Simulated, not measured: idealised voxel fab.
Presented below is a process module, voxel released beams.
The cross-section shown here is cut; it is 210 nm wide and divided into square cells measuring 5 nm on a side.
In what follows, cross-sections appear as grids of square cells, described through bands that run from the top down, where every band is one or more rows of cells. Band: top and bottom heights (nm) first, top before bottom; then materials from left to right, widths in nm. "throughout" marks a sole material filling the band edge to edge. "blank" denotes empty space. Where do heights start? At 0: under that level the wafer as delivered is made of one material only. And the lowest band has no floor; it just carries on downward, as in "0 down". Think of "30..40" as a width that walks from the first number to the second as you go down the band, top row to bottom row, taking equal-sized steps from row to row. Given "no change" for a step, no cell of the cross-section differs between before and after that step. Closed-off voids of 8+ cells (no open route to the top) go in "Fully sealed cavities", written width x height at distance from the left edge, in nm. The remark found on a step's line after its settings is issued by the simulator itself and pertains to that step. If you see "overlay nm" on a step's line and that step has a mask, it's telling you how far right of where it was planned the mask ended up; a negative number means it went left instead.
STEPS PLANNED FOR THE PROCESS
1,RECEIVE with material Si
2,CONFORMAL_DEP with material SiN, thk nm 10
3,DIRECTIONAL_DEP with material SiO2, thk nm 15
4,DIRECTIONAL_DEP with material aC, thk nm 15
5,PATTERN with tone open, mask id ANCHOR, material resist, width nm 45, thk nm 30, overlay nm 0
6,DIRECTIONAL_ETCH with etch materials aC, depth nm 15
7,STRIP with etch materials resist
8,DIRECTIONAL_ETCH with etch materials SiO2, depth nm 15
9,STRIP with etch materials aC
10,CONFORMAL_DEP with material W, thk nm 15
11,DIRECTIONAL_DEP with material aC, thk nm 15
12,PATTERN with tone cover, mask id BEAM, material resist, width nm 120, thk nm 35, overlay nm 0
13,DIRECTIONAL_ETCH with etch materials aC, depth nm 15
14,STRIP with etch materials resist
15,DIRECTIONAL_ETCH with etch materials W, depth nm 15
16,STRIP with etch materials aC
17,STRIP with etch materials SiO2
WAFER AT RECEIPT (POST STEP 1), CROSS-SECTION
0 down  Si throughout
Fully sealed cavities: none
RUN AS PLANNED - FIRST OF THE TWO WAFERS CROSS-SECTIONED AT THE END OF THE MODULE
40 to 25  blank: 40, W: 20, blank: 15, W: 85, blank: 50
25 to 10  blank: 45, W: 45, blank: 120
10 to 0  SiN throughout
0 down  Si throughout
Fully sealed cavities: none
PRESENTED HERE IS A CROSS-SECTION OF THE SECOND OF THE TWO WAFERS AS IT STOOD AT THE END OF THE MODULE. IT WAS STARTED IN THE SAME MANNER AND ASSIGNED THE SAME PLAN AS THE FIRST WAFER; HOWEVER, ONE MISTAKE WAS MADE IN ITS EXECUTION
55 to 40  blank: 40, W: 120, blank: 50
40 to 25  W throughout
25 to 10  SiO2: 45, W: 45, SiO2: 120
10 to 0  SiN throughout
0 down  Si throughout
Fully sealed cavities: none
Finding, execution versus plan: step 10 of the plan was executed twice over
Count the cells at the end and the second wafer has more or fewer of some materials than the first: 99 more of SiO2 | 135 more of W
